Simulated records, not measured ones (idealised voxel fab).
The following is a process module called voxel transistor to metal.
Shown is cross-section cut, with a width of 290 nm and square cells of size 5 nm.
If you're reading a cross-section in this doc, picture square cells in a grid; it comes to you as bands, top ones listed first down to the bottom, and a band can be one or more rows of cells.
In this notation a band is specified by the heights of its top and bottom, in that order and in nm, after which its materials appear from left to right, each paired with its width in nm. The word "throughout" attached to a single material means that material fills the band from edge to edge; the word "air" stands for empty space.
Measure heights from 0. That's the level where, below it, the as-received wafer is all one material. The lowest band is bottomless and extends downward; write it as in "top 0, no bottom".
So if you see something like "30 to 40" for the width, read it as the top row of the band sitting at the first number and the bottom row at the second, with every row in between moving by the same amount as the last.
"nothing was modified" after a step means that no cell of the cross-section changed.
So "Closed cavities" is basically the list of trapped voids: any empty space of 8 cells or more that can't reach the top through an opening. They're written width x height at distance, the distance being from the left edge, and it's all nm.
after a step's settings: what the simulator itself notes on the step
"overlay nm" answers the question of how far to the right of plan the mask lay on a step that has a mask, and when it is negative the answer is to the left.
What follows is a series of pairs. Each pair shows a cross-section before one process step and the cross-section after it, and the after view is drawn only down to the lowest band that changed. Beneath each pair is the step that lies between the two, with its settings. Pairs may come from different runs of this module on the same starting wafer, so a pair continues from the one above it only where its entry headed "Before-step section" says so.
Before-step section
	top 95, bottom 75: 30 nm SiO2, then 20 nm air, then 115 nm SiO2, then 20 nm air, then 105 nm SiO2
	top 75, bottom 60: 30 nm SiO2, then 15 nm air, then 120 nm SiO2, then 15 nm air, then 110 nm SiO2
	top 60, bottom 55: 30 nm SiCN, then 15 nm air, then 120 nm SiCN, then 15 nm air, then 110 nm SiCN
	top 55, bottom 35: 30 nm W, then 20 nm lowk, then 55 nm W, then 20 nm lowk, then 40 nm W, then 20 nm lowk, then 55 nm W, then 20 nm lowk, then 30 nm W
	top 35, bottom 30: 30 nm TiN, then 20 nm lowk, then 55 nm TiN, then 20 nm lowk, then 40 nm TiN, then 20 nm lowk, then 55 nm TiN, then 20 nm lowk, then 30 nm TiN
	top 30, bottom 20: 30 nm SiO2, then 5 nm TiN, then 10 nm Ru, then 5 nm TiN, then 55 nm SiO2, then 5 nm TiN, then 10 nm Ru, then 5 nm TiN, then 40 nm SiO2, then 5 nm TiN, then 10 nm Ru, then 5 nm TiN, then 55 nm SiO2, then 5 nm TiN, then 10 nm Ru, then 5 nm TiN, then 30 nm SiO2
	top 20, bottom 15: 30 nm SiO2, then 5 nm TiN, then 10 nm Ru, then 5 nm TiN, then 10 nm SiN, then 5 nm HfO2, then 5 nm TiN, then 15 nm W, then 5 nm TiN, then 5 nm HfO2, then 10 nm SiN, then 5 nm TiN, then 10 nm Ru, then 5 nm TiN, then 40 nm SiO2, then 5 nm TiN, then 10 nm Ru, then 5 nm TiN, then 10 nm SiN, then 5 nm HfO2, then 5 nm TiN, then 15 nm W, then 5 nm TiN, then 5 nm HfO2, then 10 nm SiN, then 5 nm TiN, then 10 nm Ru, then 5 nm TiN, then 30 nm SiO2
	top 15, bottom 10: 30 nm SiO2, then 20 nm TiN, then 10 nm SiN, then 5 nm HfO2, then 5 nm TiN, then 15 nm W, then 5 nm TiN, then 5 nm HfO2, then 10 nm SiN, then 20 nm TiN, then 40 nm SiO2, then 20 nm TiN, then 10 nm SiN, then 5 nm HfO2, then 5 nm TiN, then 15 nm W, then 5 nm TiN, then 5 nm HfO2, then 10 nm SiN, then 20 nm TiN, then 30 nm SiO2
	top 10, bottom 5: 30 nm SiO2, then 20 nm pSi, then 10 nm SiN, then 5 nm HfO2, then 5 nm TiN, then 15 nm W, then 5 nm TiN, then 5 nm HfO2, then 10 nm SiN, then 20 nm pSi, then 40 nm SiO2, then 20 nm pSi, then 10 nm SiN, then 5 nm HfO2, then 5 nm TiN, then 15 nm W, then 5 nm TiN, then 5 nm HfO2, then 10 nm SiN, then 20 nm pSi, then 30 nm SiO2
	top 5, bottom 0: 25 nm SiO2, then 10 nm SiN, then 15 nm pSi, then 10 nm SiN, then 5 nm HfO2, then 25 nm TiN, then 5 nm HfO2, then 10 nm SiN, then 15 nm pSi, then 10 nm SiN, then 30 nm SiO2, then 10 nm SiN, then 15 nm pSi, then 10 nm SiN, then 5 nm HfO2, then 25 nm TiN, then 5 nm HfO2, then 10 nm SiN, then 15 nm pSi, then 10 nm SiN, then 25 nm SiO2
	top 0, bottom -5: 35 nm SiO2, then 15 nm pSi, then 10 nm SiO2, then 35 nm HfO2, then 10 nm SiO2, then 15 nm pSi, then 50 nm SiO2, then 15 nm pSi, then 10 nm SiO2, then 35 nm HfO2, then 10 nm SiO2, then 15 nm pSi, then 35 nm SiO2
	top -5, bottom -15: 30 nm SiO2, then 5 nm Si, then 15 nm pSi, then 55 nm Si, then 15 nm pSi, then 5 nm Si, then 40 nm SiO2, then 5 nm Si, then 15 nm pSi, then 55 nm Si, then 15 nm pSi, then 5 nm Si, then 30 nm SiO2
	top -15, bottom -40: 30 nm SiO2, then 95 nm Si, then 40 nm SiO2, then 95 nm Si, then 30 nm SiO2
	top -40, no bottom: Si throughout
	Closed cavities: none
As Processed
	top 100, bottom 95: 35 nm TiN, then 10 nm air, then 125 nm TiN, then 10 nm air, then 110 nm TiN
	top 95, bottom 80: 30 nm SiO2, then 5 nm TiN, then 10 nm air, then 5 nm TiN, then 115 nm SiO2, then 5 nm TiN, then 10 nm air, then 5 nm TiN, then 105 nm SiO2
	top 80, bottom 75: 30 nm SiO2, then 5 nm TiN, then 5 nm air, then 10 nm TiN, then 115 nm SiO2, then 5 nm TiN, then 5 nm air, then 10 nm TiN, then 105 nm SiO2
	top 75, bottom 60: 30 nm SiO2, then 5 nm TiN, then 5 nm air, then 5 nm TiN, then 120 nm SiO2, then 5 nm TiN, then 5 nm air, then 5 nm TiN, then 110 nm SiO2
	top 60, bottom 55: 30 nm SiCN, then 15 nm TiN, then 120 nm SiCN, then 15 nm TiN, then 110 nm SiCN
	Below 55, no change.
	Closed cavities: none
The step carried out between the cross-section before it and the cross-section after it, both shown above, is CONFORMAL_DEP (material TiN; thk nm 5)
Before-step section: equal to the after panel directly above.
As Processed
	top 110, bottom 100: Cu throughout
	top 100, bottom 95: 35 nm TiN, then 10 nm Cu, then 125 nm TiN, then 10 nm Cu, then 110 nm TiN
	top 95, bottom 80: 30 nm SiO2, then 5 nm TiN, then 10 nm Cu, then 5 nm TiN, then 115 nm SiO2, then 5 nm TiN, then 10 nm Cu, then 5 nm TiN, then 105 nm SiO2
	top 80, bottom 75: 30 nm SiO2, then 5 nm TiN, then 5 nm Cu, then 10 nm TiN, then 115 nm SiO2, then 5 nm TiN, then 5 nm Cu, then 10 nm TiN, then 105 nm SiO2
	top 75, bottom 60: 30 nm SiO2, then 5 nm TiN, then 5 nm Cu, then 5 nm TiN, then 120 nm SiO2, then 5 nm TiN, then 5 nm Cu, then 5 nm TiN, then 110 nm SiO2
	Below 60, no change.
	Closed cavities: none
The step carried out between the cross-section before it and the cross-section after it, both shown above, is FILL_DEP (material Cu; thk nm 10)
Before-step section: equal to the after panel directly above.
As Processed
	top 95, bottom 80: 30 nm SiO2, then 5 nm TiN, then 10 nm Cu, then 5 nm TiN, then 115 nm SiO2, then 5 nm TiN, then 10 nm Cu, then 5 nm TiN, then 105 nm SiO2
	Below 80, no change.
	Closed cavities: none
The step carried out between the cross-section before it and the cross-section after it, both shown above, is CMP (height nm 95)
Before-step section: equal to the after panel directly above.
As Processed
	top 100, bottom 95: SiN throughout
	Below 95, no change.
	Closed cavities: none
The step carried out between the cross-section before it and the cross-section after it, both shown above, is CONFORMAL_DEP (material SiN; thk nm 5)
